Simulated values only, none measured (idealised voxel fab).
process module | voxel gate over fins
cross-section cut | 240 nm wide | cells 5 nm
A cross-section is a grid of square cells, given in bands from the top down. A band is one or more rows of cells.
Each band's line starts with the height of the band's top and of its bottom, in nm. Then come its materials from left to right, each with its width in nm. One material with "throughout" fills the band from edge to edge. "air" is empty space.
Height 0 is the level under which the wafer as received is all one material. The lowest band goes on downwards, as in "0 down".
A width such as "30 to 40" changes by the same amount from each row of cells to the next, from the band's top row to its bottom row.
"no change" after a step means that no cell of the cross-section changed.
closed voids: empty space of 8 cells or more with no open way to the top, each as width x height at its distance from the left edge, in nm
after a step's settings: what the simulator itself notes on the step
overlay nm, on a step with a mask: how far to the right of its planned place the mask lay; to the left if negative
plan
1 op RECEIVE | material Si
2 op CONFORMAL_DEP | material SiN | thk nm 5
3 op MASKED_ETCH | tone cover | mask id FINS | width nm 15 | pitch nm 40 | etch materials SiN | depth nm 5 | overlay nm 0
4 op MASKED_ETCH | tone cover | mask id FINS | width nm 15 | pitch nm 40 | etch materials Si | depth nm 40 | overlay nm 0
5 op OXIDIZE | depth nm 5
6 op FILL_DEP | material SiO2 | thk nm 15
7 op CMP | height nm 5
8 op SELECTIVE_ETCH | etch materials SiO2 | depth nm 15
9 op STRIP | etch materials SiN
10 op CONFORMAL_DEP | material HfO2 | thk nm 5
11 op CONFORMAL_DEP | material TiN | thk nm 5
12 op FILL_DEP | material W | thk nm 10
13 op CMP | height nm 15
14 op CONFORMAL_DEP | material SiCN | thk nm 5
as received, after step 1
  0 down: Si throughout
  closed voids: none
a wafer at the end: this start, this plan, one mistake
  20 to 15: SiCN throughout
  15 to 10: W throughout
  10 to 5: TiN 55 | W 5 | TiN 35 | W 5 | TiN 35 | W 5 | TiN 35 | W 5 | TiN 60
  5 to 0: HfO2 50 | TiN 15 | HfO2 25 | TiN 15 | HfO2 25 | TiN 15 | HfO2 25 | TiN 15 | HfO2 55
  0 to -5: Si 45 | HfO2 25 | Si 15 | HfO2 25 | Si 15 | HfO2 25 | Si 15 | HfO2 25 | Si 50
  -5 down: Si throughout
  closed voids: none
what went wrong: step 3 ran as: op MASKED_ETCH | tone open | mask id FINS | width nm 15 | pitch nm 40 | etch materials SiN | depth nm 5 | overlay nm 0
